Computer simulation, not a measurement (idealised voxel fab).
Module name: voxel transistor to metal (process module)
The cross-section shown here is cut; it is 175 nm wide and divided into square cells measuring 5 nm on a side.
Cross-section layout: square cells on a grid; listed as bands, top to bottom; a band spans one or more cell rows. Within each band entry, the heights of the top and of the bottom of the band appear first, in that order and in nm; the materials of the band then follow from left to right, each with its corresponding width in nm. The designation "everywhere" on a single material indicates that it fills the band from edge to edge; the designation "air" indicates empty space. The reference from which all heights are counted is 0, the level beneath which the as-received wafer is entirely one material; the lowest band, having no lower bound, proceeds downward and is written after the example "z 0 and below". The expression "30->40" gives the width at the extremes of the band, the first number at its top row of cells and the second at its bottom row, with the width changing by equal amounts from each row to the next in between. The cross-section has no changed cell in any step marked "no modifications". In the "Enclosed void inventory" entry, you get each enclosed empty space of 8 cells or more, one with no open way to the top, written width x height at distance, distance from the left edge, in nm. Heads up: the bit after the settings on a step's line is the simulator's remark on that step. Among the settings permitted on a step's line is "overlay nm"; applied to a step with a mask, it specifies the extent to which the mask lay to the right of its planned position, whereas a negative figure signifies a position to the left.
Intended process steps:
1 RECEIVE | material Si
2 CONFORMAL_DEP | material SiO2 | thk nm 5
3 CONFORMAL_DEP | material SiN | thk nm 10
4 PATTERN | tone cover | mask id ACTIVE | material resist | width nm 115 | thk nm 15 | overlay nm 0
5 DIRECTIONAL_ETCH | etch materials SiN | depth nm 10
6 DIRECTIONAL_ETCH | etch materials SiO2 | depth nm 5
7 DIRECTIONAL_ETCH | etch materials Si | depth nm 30
8 STRIP | etch materials resist
9 FILL_DEP | material SiO2 | thk nm 10
10 CMP | height nm 15
11 SELECTIVE_ETCH | etch materials SiO2 | depth nm 5
12 STRIP | etch materials SiN
13 SELECTIVE_ETCH | etch materials SiO2 | depth nm 5
14 OXIDIZE | depth nm 5
15 DIRECTIONAL_DEP | material polySi | thk nm 25
16 DIRECTIONAL_DEP | material SiCN | thk nm 10
17 DIRECTIONAL_DEP | material aC | thk nm 15
18 PATTERN | tone cover | mask id GATE | material resist | width nm 25 | thk nm 30 | overlay nm 0
19 DIRECTIONAL_ETCH | etch materials aC | depth nm 15
20 STRIP | etch materials resist
21 DIRECTIONAL_ETCH | etch materials SiCN | depth nm 20
22 DIRECTIONAL_ETCH | etch materials polySi | depth nm 35
23 STRIP | etch materials aC
24 CONFORMAL_DEP | material SiO2 | thk nm 5
25 DIRECTIONAL_ETCH | etch materials SiO2 | depth nm 5
26 CONFORMAL_DEP | material SiN | thk nm 10
27 DIRECTIONAL_ETCH | etch materials SiN | depth nm 10
28 DIRECTIONAL_ETCH | etch materials SiO2 | depth nm 5
29 EPI | material SiGe | thk nm 5
30 FILL_DEP | material SiO2 | thk nm 5
31 CMP | height nm 25
32 STRIP | etch materials polySi
33 SELECTIVE_ETCH | etch materials SiO2 | depth nm 5
34 CONFORMAL_DEP | material HfO2 | thk nm 5
35 CONFORMAL_DEP | material TiN | thk nm 5
36 FILL_DEP | material W | thk nm 5
37 CMP | height nm 20
38 DIRECTIONAL_DEP | material SiO2 | thk nm 15
39 DIRECTIONAL_DEP | material aC | thk nm 10
40 PATTERN | tone open | mask id CONTACT | material resist | width nm 15 | pitch nm 80 | thk nm 25 | overlay nm 0
41 DIRECTIONAL_ETCH | etch materials aC | depth nm 10
42 STRIP | etch materials resist
43 DIRECTIONAL_ETCH | etch materials SiO2 | depth nm 35
44 STRIP | etch materials aC
45 CONFORMAL_DEP | material TiN | thk nm 5
46 FILL_DEP | material Ru | thk nm 5
47 CMP | height nm 35
48 CONFORMAL_DEP | material SiN | thk nm 5
49 DIRECTIONAL_DEP | material SiO2 | thk nm 15
50 MASKED_ETCH | tone open | mask id METAL_1 | width nm 15 | pitch nm 80 | etch materials SiO2 | depth nm 15 | overlay nm 0
51 MASKED_ETCH | tone open | mask id METAL_1 | width nm 15 | pitch nm 80 | etch materials SiN | depth nm 5 | overlay nm 0
52 CONFORMAL_DEP | material TiN | thk nm 5
53 FILL_DEP | material Cu | thk nm 10
54 CMP | height nm 55
55 EPI | material Ru | thk nm 5
56 FILL_DEP | material SiCN | thk nm 5
57 DIRECTIONAL_DEP | material SiO2 | thk nm 30
58 MASKED_ETCH | tone open | mask id METAL_2 | width nm 15 | pitch nm 80 | etch materials SiO2 | depth nm 20 | overlay nm 0
59 PATTERN | tone open | mask id METAL_2_HOLES | material resist | width nm 15 | pitch nm 80 | thk nm 20 | overlay nm 0
60 DIRECTIONAL_ETCH | etch materials SiO2 | depth nm 10
61 DIRECTIONAL_ETCH | etch materials SiCN | depth nm 5
62 STRIP | etch materials resist
63 CONFORMAL_DEP | material TiN | thk nm 5
64 FILL_DEP | material Cu | thk nm 10
65 CMP | height nm 95
66 CONFORMAL_DEP | material SiCN | thk nm 5
First of the two wafers, run per plan:
Cross-section of the wafer upon arrival, representing the state reached after step 1:
	z 0 and below | Si everywhere
	Enclosed void inventory: none
State of the wafer after step 2, shown in cross-section:
	z 5 to 0 | SiO2 everywhere
	All layers under 0 are left as they were.
State of the wafer after step 3, shown in cross-section:
	z 15 to 5 | SiN everywhere
	All layers under 5 are left as they were.
State of the wafer after step 4, shown in cross-section:
	z 30 to 15 | 30 nm air  115 nm resist  30 nm air
	All layers under 15 are left as they were.
State of the wafer after step 5, shown in cross-section:
	z 30 to 15 | 30 nm air  115 nm resist  30 nm air
	z 15 to 5 | 30 nm air  115 nm SiN  30 nm air
	All layers under 5 are left as they were.
State of the wafer after step 6, shown in cross-section:
	z 30 to 15 | 30 nm air  115 nm resist  30 nm air
	z 15 to 5 | 30 nm air  115 nm SiN  30 nm air
	z 5 to 0 | 30 nm air  115 nm SiO2  30 nm air
	All layers under 0 are left as they were.
State of the wafer after step 7, shown in cross-section:
	z 30 to 15 | 30 nm air  115 nm resist  30 nm air
	z 15 to 5 | 30 nm air  115 nm SiN  30 nm air
	z 5 to 0 | 30 nm air  115 nm SiO2  30 nm air
	z 0 to -30 | 30 nm air  115 nm Si  30 nm air
	All layers under -30 are left as they were.
State of the wafer after step 8, shown in cross-section:
	z 15 to 5 | 30 nm air  115 nm SiN  30 nm air
	All layers under 5 are left as they were.
State of the wafer after step 9, shown in cross-section:
	z 25 to 15 | SiO2 everywhere
	z 15 to 5 | 30 nm SiO2  115 nm SiN  30 nm SiO2
	z 5 to 0 | SiO2 everywhere
	z 0 to -30 | 30 nm SiO2  115 nm Si  30 nm SiO2
	All layers under -30 are left as they were.
State of the wafer after step 10, shown in cross-section:
	z 15 to 5 | 30 nm SiO2  115 nm SiN  30 nm SiO2
	All layers under 5 are left as they were.
State of the wafer after step 11, shown in cross-section:
	z 15 to 10 | 30 nm air  115 nm SiN  30 nm air
	All layers under 10 are left as they were.
State of the wafer after step 12, shown in cross-section:
	z 10 to 5 | 30 nm SiO2  115 nm air  30 nm SiO2
	All layers under 5 are left as they were.
State of the wafer after step 13, shown in cross-section:
	z 5 to 0 | 25 nm SiO2  125 nm air  25 nm SiO2
	All layers under 0 are left as they were.
State of the wafer after step 14, shown in cross-section:
	z 5 to 0 | 25 nm SiO2  125 nm air  25 nm SiO2
	z 0 to -5 | SiO2 everywhere
	All layers under -5 are left as they were.
State of the wafer after step 15, shown in cross-section:
	z 30 to 25 | 25 nm polySi  125 nm air  25 nm polySi
	z 25 to 5 | polySi everywhere
	z 5 to 0 | 25 nm SiO2  125 nm polySi  25 nm SiO2
	All layers under 0 are left as they were.
State of the wafer after step 16, shown in cross-section:
	z 40 to 35 | 25 nm SiCN  125 nm air  25 nm SiCN
	z 35 to 30 | SiCN everywhere
	z 30 to 25 | 25 nm polySi  125 nm SiCN  25 nm polySi
	All layers under 25 are left as they were.
State of the wafer after step 17, shown in cross-section:
	z 55 to 50 | 25 nm aC  125 nm air  25 nm aC
	z 50 to 40 | aC everywhere
	z 40 to 35 | 25 nm SiCN  125 nm aC  25 nm SiCN
	All layers under 35 are left as they were.
State of the wafer after step 18, shown in cross-section:
	z 85 to 55 | 75 nm air  25 nm resist  75 nm air
	z 55 to 50 | 25 nm aC  50 nm air  25 nm resist  50 nm air  25 nm aC
	All layers under 50 are left as they were.
State of the wafer after step 19, shown in cross-section:
	z 70 to 50 | 75 nm air  25 nm resist  75 nm air
	z 50 to 40 | 75 nm air  25 nm aC  75 nm air
	z 40 to 35 | 25 nm SiCN  50 nm air  25 nm aC  50 nm air  25 nm SiCN
	All layers under 35 are left as they were.
State of the wafer after step 20, shown in cross-section:
	z 50 to 40 | 75 nm air  25 nm aC  75 nm air
	All layers under 40 are left as they were.
State of the wafer after step 21, shown in cross-section:
	z 50 to 35 | 75 nm air  25 nm aC  75 nm air
	z 35 to 30 | 75 nm air  25 nm SiCN  75 nm air
	z 30 to 25 | 25 nm polySi  50 nm air  25 nm SiCN  50 nm air  25 nm polySi
	All layers under 25 are left as they were.
State of the wafer after step 22, shown in cross-section:
	z 50 to 35 | 75 nm air  25 nm aC  75 nm air
	z 35 to 25 | 75 nm air  25 nm SiCN  75 nm air
	z 25 to 5 | 75 nm air  25 nm polySi  75 nm air
	z 5 to 0 | 25 nm SiO2  50 nm air  25 nm polySi  50 nm air  25 nm SiO2
	All layers under 0 are left as they were.
State of the wafer after step 23, shown in cross-section:
	z 35 to 25 | 75 nm air  25 nm SiCN  75 nm air
	All layers under 25 are left as they were.
State of the wafer after step 24, shown in cross-section:
	z 40 to 35 | 70 nm air  35 nm SiO2  70 nm air
	z 35 to 25 | 70 nm air  5 nm SiO2  25 nm SiCN  5 nm SiO2  70 nm air
	z 25 to 10 | 70 nm air  5 nm SiO2  25 nm polySi  5 nm SiO2  70 nm air
	z 10 to 5 | 30 nm SiO2  40 nm air  5 nm SiO2  25 nm polySi  5 nm SiO2  40 nm air  30 nm SiO2
	z 5 to 0 | 75 nm SiO2  25 nm polySi  75 nm SiO2
	All layers under 0 are left as they were.
State of the wafer after step 25, shown in cross-section:
	z 35 to 25 | 70 nm air  5 nm SiO2  25 nm SiCN  5 nm SiO2  70 nm air
	z 25 to 5 | 70 nm air  5 nm SiO2  25 nm polySi  5 nm SiO2  70 nm air
	z 5 to 0 | 30 nm SiO2  40 nm air  5 nm SiO2  25 nm polySi  5 nm SiO2  40 nm air  30 nm SiO2
	All layers under 0 are left as they were.
State of the wafer after step 26, shown in cross-section:
	z 45 to 35 | 60 nm air  55 nm SiN  60 nm air
	z 35 to 25 | 60 nm air  10 nm SiN  5 nm SiO2  25 nm SiCN  5 nm SiO2  10 nm SiN  60 nm air
	z 25 to 15 | 60 nm air  10 nm SiN  5 nm SiO2  25 nm polySi  5 nm SiO2  10 nm SiN  60 nm air
	z 15 to 10 | 40 nm SiN  20 nm air  10 nm SiN  5 nm SiO2  25 nm polySi  5 nm SiO2  10 nm SiN  20 nm air  40 nm SiN
	z 10 to 5 | 70 nm SiN  5 nm SiO2  25 nm polySi  5 nm SiO2  70 nm SiN
	z 5 to 0 | 30 nm SiO2  40 nm SiN  5 nm SiO2  25 nm polySi  5 nm SiO2  40 nm SiN  30 nm SiO2
	All layers under 0 are left as they were.
State of the wafer after step 27, shown in cross-section:
	z 35 to 25 | 60 nm air  10 nm SiN  5 nm SiO2  25 nm SiCN  5 nm SiO2  10 nm SiN  60 nm air
	z 25 to 5 | 60 nm air  10 nm SiN  5 nm SiO2  25 nm polySi  5 nm SiO2  10 nm SiN  60 nm air
	z 5 to 0 | 30 nm SiO2  10 nm SiN  20 nm air  10 nm SiN  5 nm SiO2  25 nm polySi  5 nm SiO2  10 nm SiN  20 nm air  10 nm SiN  30 nm SiO2
	All layers under 0 are left as they were.
State of the wafer after step 28, shown in cross-section:
	z 35 to 30 | 60 nm air  10 nm SiN  5 nm air  25 nm SiCN  5 nm air  10 nm SiN  60 nm air
	z 30 to 25 | 60 nm air  10 nm SiN  5 nm SiO2  25 nm SiCN  5 nm SiO2  10 nm SiN  60 nm air
	z 25 to 5 | 60 nm air  10 nm SiN  5 nm SiO2  25 nm polySi  5 nm SiO2  10 nm SiN  60 nm air
	z 5 to 0 | 30 nm air  10 nm SiN  20 nm air  10 nm SiN  5 nm SiO2  25 nm polySi  5 nm SiO2  10 nm SiN  20 nm air  10 nm SiN  30 nm air
	z 0 to -5 | 40 nm SiO2  20 nm air  55 nm SiO2  20 nm air  40 nm SiO2
	All layers under -5 are left as they were.
State of the wafer after step 29, shown in cross-section:
	z 35 to 30 | 60 nm air  10 nm SiN  5 nm air  25 nm SiCN  5 nm air  10 nm SiN  60 nm air
	z 30 to 25 | 60 nm air  10 nm SiN  5 nm SiO2  25 nm SiCN  5 nm SiO2  10 nm SiN  60 nm air
	z 25 to 5 | 60 nm air  10 nm SiN  5 nm SiO2  25 nm polySi  5 nm SiO2  10 nm SiN  60 nm air
	z 5 to 0 | 30 nm air  10 nm SiN  20 nm air  10 nm SiN  5 nm SiO2  25 nm polySi  5 nm SiO2  10 nm SiN  20 nm air  10 nm SiN  30 nm air
	z 0 to -5 | 40 nm SiO2  20 nm SiGe  55 nm SiO2  20 nm SiGe  40 nm SiO2
	All layers under -5 are left as they were.
State of the wafer after step 30, shown in cross-section:
	z 40 to 35 | SiO2 everywhere
	z 35 to 25 | 60 nm SiO2  10 nm SiN  5 nm SiO2  25 nm SiCN  5 nm SiO2  10 nm SiN  60 nm SiO2
	z 25 to 5 | 60 nm SiO2  10 nm SiN  5 nm SiO2  25 nm polySi  5 nm SiO2  10 nm SiN  60 nm SiO2
	z 5 to 0 | 30 nm SiO2  10 nm SiN  20 nm SiO2  10 nm SiN  5 nm SiO2  25 nm polySi  5 nm SiO2  10 nm SiN  20 nm SiO2  10 nm SiN  30 nm SiO2
	All layers under 0 are left as they were.
State of the wafer after step 31, shown in cross-section:
	z 25 to 5 | 60 nm SiO2  10 nm SiN  5 nm SiO2  25 nm polySi  5 nm SiO2  10 nm SiN  60 nm SiO2
	All layers under 5 are left as they were.
State of the wafer after step 32, shown in cross-section:
	z 25 to 5 | 60 nm SiO2  10 nm SiN  5 nm SiO2  25 nm air  5 nm SiO2  10 nm SiN  60 nm SiO2
	z 5 to 0 | 30 nm SiO2  10 nm SiN  20 nm SiO2  10 nm SiN  5 nm SiO2  25 nm air  5 nm SiO2  10 nm SiN  20 nm SiO2  10 nm SiN  30 nm SiO2
	All layers under 0 are left as they were.
State of the wafer after step 33, shown in cross-section:
	z 25 to 20 | 60 nm air  10 nm SiN  35 nm air  10 nm SiN  60 nm air
	z 20 to 5 | 60 nm SiO2  10 nm SiN  35 nm air  10 nm SiN  60 nm SiO2
	z 5 to 0 | 30 nm SiO2  10 nm SiN  20 nm SiO2  10 nm SiN  35 nm air  10 nm SiN  20 nm SiO2  10 nm SiN  30 nm SiO2
	z 0 to -5 | 40 nm SiO2  20 nm SiGe  10 nm SiO2  35 nm air  10 nm SiO2  20 nm SiGe  40 nm SiO2
	All layers under -5 are left as they were.
State of the wafer after step 34, shown in cross-section:
	z 30 to 25 | 55 nm air  20 nm HfO2  25 nm air  20 nm HfO2  55 nm air
	z 25 to 20 | 60 nm HfO2  10 nm SiN  5 nm HfO2  25 nm air  5 nm HfO2  10 nm SiN  60 nm HfO2
	z 20 to 5 | 60 nm SiO2  10 nm SiN  5 nm HfO2  25 nm air  5 nm HfO2  10 nm SiN  60 nm SiO2
	z 5 to 0 | 30 nm SiO2  10 nm SiN  20 nm SiO2  10 nm SiN  5 nm HfO2  25 nm air  5 nm HfO2  10 nm SiN  20 nm SiO2  10 nm SiN  30 nm SiO2
	z 0 to -5 | 40 nm SiO2  20 nm SiGe  10 nm SiO2  35 nm HfO2  10 nm SiO2  20 nm SiGe  40 nm SiO2
	All layers under -5 are left as they were.
State of the wafer after step 35, shown in cross-section:
	z 35 to 30 | 50 nm air  30 nm TiN  15 nm air  30 nm TiN  50 nm air
	z 30 to 25 | 55 nm TiN  20 nm HfO2  5 nm TiN  15 nm air  5 nm TiN  20 nm HfO2  55 nm TiN
	z 25 to 20 | 60 nm HfO2  10 nm SiN  5 nm HfO2  5 nm TiN  15 nm air  5 nm TiN  5 nm HfO2  10 nm SiN  60 nm HfO2
	z 20 to 5 | 60 nm SiO2  10 nm SiN  5 nm HfO2  5 nm TiN  15 nm air  5 nm TiN  5 nm HfO2  10 nm SiN  60 nm SiO2
	z 5 to 0 | 30 nm SiO2  10 nm SiN  20 nm SiO2  10 nm SiN  5 nm HfO2  25 nm TiN  5 nm HfO2  10 nm SiN  20 nm SiO2  10 nm SiN  30 nm SiO2
	All layers under 0 are left as they were.
State of the wafer after step 36, shown in cross-section:
	z 40 to 35 | W everywhere
	z 35 to 30 | 50 nm W  30 nm TiN  15 nm W  30 nm TiN  50 nm W
	z 30 to 25 | 55 nm TiN  20 nm HfO2  5 nm TiN  15 nm W  5 nm TiN  20 nm HfO2  55 nm TiN
	z 25 to 20 | 60 nm HfO2  10 nm SiN  5 nm HfO2  5 nm TiN  15 nm W  5 nm TiN  5 nm HfO2  10 nm SiN  60 nm HfO2
	z 20 to 5 | 60 nm SiO2  10 nm SiN  5 nm HfO2  5 nm TiN  15 nm W  5 nm TiN  5 nm HfO2  10 nm SiN  60 nm SiO2
	All layers under 5 are left as they were.
State of the wafer after step 37, shown in cross-section:
	z 20 to 5 | 60 nm SiO2  10 nm SiN  5 nm HfO2  5 nm TiN  15 nm W  5 nm TiN  5 nm HfO2  10 nm SiN  60 nm SiO2
	All layers under 5 are left as they were.
State of the wafer after step 38, shown in cross-section:
	z 35 to 20 | SiO2 everywhere
	All layers under 20 are left as they were.
State of the wafer after step 39, shown in cross-section:
	z 45 to 35 | aC everywhere
	All layers under 35 are left as they were.
State of the wafer after step 40, shown in cross-section:
	z 70 to 45 | 40 nm resist  15 nm air  65 nm resist  15 nm air  40 nm resist
	All layers under 45 are left as they were.
State of the wafer after step 41, shown in cross-section:
	z 60 to 45 | 40 nm resist  15 nm air  65 nm resist  15 nm air  40 nm resist
	z 45 to 35 | 40 nm aC  15 nm air  65 nm aC  15 nm air  40 nm aC
	All layers under 35 are left as they were.
State of the wafer after step 42, shown in cross-section:
	z 45 to 35 | 40 nm aC  15 nm air  65 nm aC  15 nm air  40 nm aC
	All layers under 35 are left as they were.
State of the wafer after step 43, shown in cross-section:
	z 45 to 35 | 40 nm aC  15 nm air  65 nm aC  15 nm air  40 nm aC
	z 35 to 20 | 40 nm SiO2  15 nm air  65 nm SiO2  15 nm air  40 nm SiO2
	z 20 to 5 | 40 nm SiO2  15 nm air  5 nm SiO2  10 nm SiN  5 nm HfO2  5 nm TiN  15 nm W  5 nm TiN  5 nm HfO2  10 nm SiN  5 nm SiO2  15 nm air  40 nm SiO2
	z 5 to 0 | 30 nm SiO2  10 nm SiN  15 nm air  5 nm SiO2  10 nm SiN  5 nm HfO2  25 nm TiN  5 nm HfO2  10 nm SiN  5 nm SiO2  15 nm air  10 nm SiN  30 nm SiO2
	All layers under 0 are left as they were.
State of the wafer after step 44, shown in cross-section:
	z 35 to 20 | 40 nm SiO2  15 nm air  65 nm SiO2  15 nm air  40 nm SiO2
	All layers under 20 are left as they were.
State of the wafer after step 45, shown in cross-section:
	z 40 to 35 | 45 nm TiN  5 nm air  75 nm TiN  5 nm air  45 nm TiN
	z 35 to 20 | 40 nm SiO2  5 nm TiN  5 nm air  5 nm TiN  65 nm SiO2  5 nm TiN  5 nm air  5 nm TiN  40 nm SiO2
	z 20 to 5 | 40 nm SiO2  5 nm TiN  5 nm air  5 nm TiN  5 nm SiO2  10 nm SiN  5 nm HfO2  5 nm TiN  15 nm W  5 nm TiN  5 nm HfO2  10 nm SiN  5 nm SiO2  5 nm TiN  5 nm air  5 nm TiN  40 nm SiO2
	z 5 to 0 | 30 nm SiO2  10 nm SiN  15 nm TiN  5 nm SiO2  10 nm SiN  5 nm HfO2  25 nm TiN  5 nm HfO2  10 nm SiN  5 nm SiO2  15 nm TiN  10 nm SiN  30 nm SiO2
	All layers under 0 are left as they were.
State of the wafer after step 46, shown in cross-section:
	z 45 to 40 | Ru everywhere
	z 40 to 35 | 45 nm TiN  5 nm Ru  75 nm TiN  5 nm Ru  45 nm TiN
	z 35 to 20 | 40 nm SiO2  5 nm TiN  5 nm Ru  5 nm TiN  65 nm SiO2  5 nm TiN  5 nm Ru  5 nm TiN  40 nm SiO2
	z 20 to 5 | 40 nm SiO2  5 nm TiN  5 nm Ru  5 nm TiN  5 nm SiO2  10 nm SiN  5 nm HfO2  5 nm TiN  15 nm W  5 nm TiN  5 nm HfO2  10 nm SiN  5 nm SiO2  5 nm TiN  5 nm Ru  5 nm TiN  40 nm SiO2
	All layers under 5 are left as they were.
State of the wafer after step 47, shown in cross-section:
	z 35 to 20 | 40 nm SiO2  5 nm TiN  5 nm Ru  5 nm TiN  65 nm SiO2  5 nm TiN  5 nm Ru  5 nm TiN  40 nm SiO2
	All layers under 20 are left as they were.
State of the wafer after step 48, shown in cross-section:
	z 40 to 35 | SiN everywhere
	All layers under 35 are left as they were.
State of the wafer after step 49, shown in cross-section:
	z 55 to 40 | SiO2 everywhere
	All layers under 40 are left as they were.
State of the wafer after step 50, shown in cross-section:
	z 55 to 40 | 40 nm SiO2  15 nm air  65 nm SiO2  15 nm air  40 nm SiO2
	All layers under 40 are left as they were.
State of the wafer after step 51, shown in cross-section:
	z 55 to 40 | 40 nm SiO2  15 nm air  65 nm SiO2  15 nm air  40 nm SiO2
	z 40 to 35 | 40 nm SiN  15 nm air  65 nm SiN  15 nm air  40 nm SiN
	All layers under 35 are left as they were.
State of the wafer after step 52, shown in cross-section:
	z 60 to 55 | 45 nm TiN  5 nm air  75 nm TiN  5 nm air  45 nm TiN
	z 55 to 40 | 40 nm SiO2  5 nm TiN  5 nm air  5 nm TiN  65 nm SiO2  5 nm TiN  5 nm air  5 nm TiN  40 nm SiO2
	z 40 to 35 | 40 nm SiN  15 nm TiN  65 nm SiN  15 nm TiN  40 nm SiN
	All layers under 35 are left as they were.
State of the wafer after step 53, shown in cross-section:
	z 70 to 60 | Cu everywhere
	z 60 to 55 | 45 nm TiN  5 nm Cu  75 nm TiN  5 nm Cu  45 nm TiN
	z 55 to 40 | 40 nm SiO2  5 nm TiN  5 nm Cu  5 nm TiN  65 nm SiO2  5 nm TiN  5 nm Cu  5 nm TiN  40 nm SiO2
	All layers under 40 are left as they were.
State of the wafer after step 54, shown in cross-section:
	z 55 to 40 | 40 nm SiO2  5 nm TiN  5 nm Cu  5 nm TiN  65 nm SiO2  5 nm TiN  5 nm Cu  5 nm TiN  40 nm SiO2
	All layers under 40 are left as they were.
State of the wafer after step 55, shown in cross-section:
	z 60 to 55 | 35 nm air  25 nm Ru  55 nm air  25 nm Ru  35 nm air
	All layers under 55 are left as they were.
State of the wafer after step 56, shown in cross-section:
	z 65 to 60 | SiCN everywhere
	z 60 to 55 | 35 nm SiCN  25 nm Ru  55 nm SiCN  25 nm Ru  35 nm SiCN
	All layers under 55 are left as they were.
State of the wafer after step 57, shown in cross-section:
	z 95 to 65 | SiO2 everywhere
	All layers under 65 are left as they were.
State of the wafer after step 58, shown in cross-section:
	z 95 to 75 | 40 nm SiO2  15 nm air  65 nm SiO2  15 nm air  40 nm SiO2
	All layers under 75 are left as they were.
State of the wafer after step 59, shown in cross-section:
	z 115 to 95 | 40 nm resist  15 nm air  65 nm resist  15 nm air  40 nm resist
	All layers under 95 are left as they were.
State of the wafer after step 60, shown in cross-section:
	z 115 to 95 | 40 nm resist  15 nm air  65 nm resist  15 nm air  40 nm resist
	z 95 to 65 | 40 nm SiO2  15 nm air  65 nm SiO2  15 nm air  40 nm SiO2
	All layers under 65 are left as they were.
State of the wafer after step 61, shown in cross-section:
	z 115 to 95 | 40 nm resist  15 nm air  65 nm resist  15 nm air  40 nm resist
	z 95 to 65 | 40 nm SiO2  15 nm air  65 nm SiO2  15 nm air  40 nm SiO2
	z 65 to 60 | 40 nm SiCN  15 nm air  65 nm SiCN  15 nm air  40 nm SiCN
	All layers under 60 are left as they were.
State of the wafer after step 62, shown in cross-section:
	z 95 to 65 | 40 nm SiO2  15 nm air  65 nm SiO2  15 nm air  40 nm SiO2
	All layers under 65 are left as they were.
State of the wafer after step 63, shown in cross-section:
	z 100 to 95 | 45 nm TiN  5 nm air  75 nm TiN  5 nm air  45 nm TiN
	z 95 to 65 | 40 nm SiO2  5 nm TiN  5 nm air  5 nm TiN  65 nm SiO2  5 nm TiN  5 nm air  5 nm TiN  40 nm SiO2
	z 65 to 60 | 40 nm SiCN  15 nm TiN  65 nm SiCN  15 nm TiN  40 nm SiCN
	All layers under 60 are left as they were.
State of the wafer after step 64, shown in cross-section:
	z 110 to 100 | Cu everywhere
	z 100 to 95 | 45 nm TiN  5 nm Cu  75 nm TiN  5 nm Cu  45 nm TiN
	z 95 to 65 | 40 nm SiO2  5 nm TiN  5 nm Cu  5 nm TiN  65 nm SiO2  5 nm TiN  5 nm Cu  5 nm TiN  40 nm SiO2
	All layers under 65 are left as they were.
State of the wafer after step 65, shown in cross-section:
	z 95 to 65 | 40 nm SiO2  5 nm TiN  5 nm Cu  5 nm TiN  65 nm SiO2  5 nm TiN  5 nm Cu  5 nm TiN  40 nm SiO2
	All layers under 65 are left as they were.
State of the wafer after step 66, shown in cross-section:
	z 100 to 95 | SiCN everywhere
	All layers under 95 are left as they were.
Second wafer: same start and same plan as the first, one execution error; identical to the first through step 58:
At the planned end of step 59, the second wafer in cross-section:
	z 115 to 95 | 40 nm resist  20 nm air  60 nm resist  20 nm air  35 nm resist
	All layers under 95 are left as they were.
At the planned end of step 60, the second wafer in cross-section:
	z 115 to 95 | 40 nm resist  20 nm air  60 nm resist  20 nm air  35 nm resist
	z 95 to 85 | 40 nm SiO2  20 nm air  60 nm SiO2  20 nm air  35 nm SiO2
	z 85 to 65 | 40 nm SiO2  15 nm air  65 nm SiO2  15 nm air  40 nm SiO2
	All layers under 65 are left as they were.
At the planned end of step 61, the second wafer in cross-section:
	z 115 to 95 | 40 nm resist  20 nm air  60 nm resist  20 nm air  35 nm resist
	z 95 to 85 | 40 nm SiO2  20 nm air  60 nm SiO2  20 nm air  35 nm SiO2
	z 85 to 65 | 40 nm SiO2  15 nm air  65 nm SiO2  15 nm air  40 nm SiO2
	z 65 to 60 | 40 nm SiCN  15 nm air  65 nm SiCN  15 nm air  40 nm SiCN
	All layers under 60 are left as they were.
At the planned end of step 62, the second wafer in cross-section:
	z 95 to 85 | 40 nm SiO2  20 nm air  60 nm SiO2  20 nm air  35 nm SiO2
	All layers under 85 are left as they were.
At the planned end of step 63, the second wafer in cross-section:
	z 100 to 95 | 45 nm TiN  10 nm air  70 nm TiN  10 nm air  40 nm TiN
	z 95 to 85 | 40 nm SiO2  5 nm TiN  10->5 nm air  5->10 nm TiN  60 nm SiO2  5 nm TiN  10->5 nm air  5->10 nm TiN  35 nm SiO2
	z 85 to 65 | 40 nm SiO2  5 nm TiN  5 nm air  5 nm TiN  65 nm SiO2  5 nm TiN  5 nm air  5 nm TiN  40 nm SiO2
	z 65 to 60 | 40 nm SiCN  15 nm TiN  65 nm SiCN  15 nm TiN  40 nm SiCN
	All layers under 60 are left as they were.
At the planned end of step 64, the second wafer in cross-section:
	z 110 to 100 | Cu everywhere
	z 100 to 95 | 45 nm TiN  10 nm Cu  70 nm TiN  10 nm Cu  40 nm TiN
	z 95 to 85 | 40 nm SiO2  5 nm TiN  10->5 nm Cu  5->10 nm TiN  60 nm SiO2  5 nm TiN  10->5 nm Cu  5->10 nm TiN  35 nm SiO2
	z 85 to 65 | 40 nm SiO2  5 nm TiN  5 nm Cu  5 nm TiN  65 nm SiO2  5 nm TiN  5 nm Cu  5 nm TiN  40 nm SiO2
	All layers under 65 are left as they were.
At the planned end of step 65, the second wafer in cross-section:
	z 95 to 85 | 40 nm SiO2  5 nm TiN  10->5 nm Cu  5->10 nm TiN  60 nm SiO2  5 nm TiN  10->5 nm Cu  5->10 nm TiN  35 nm SiO2
	All layers under 85 are left as they were.
At the planned end of step 66, the second wafer in cross-section:
	z 100 to 95 | SiCN everywhere
	All layers under 95 are left as they were.
Run error: step 59: run off-plan, actual operation and settings PATTERN | tone open | mask id METAL_2_HOLES | material resist | width nm 20 | pitch nm 80 | thk nm 20 | overlay nm 0
End check, counted in cells, second wafer has more or fewer of these materials than the first: Cu: 2 more | SiO2: 4 fewer | TiN: 2 more
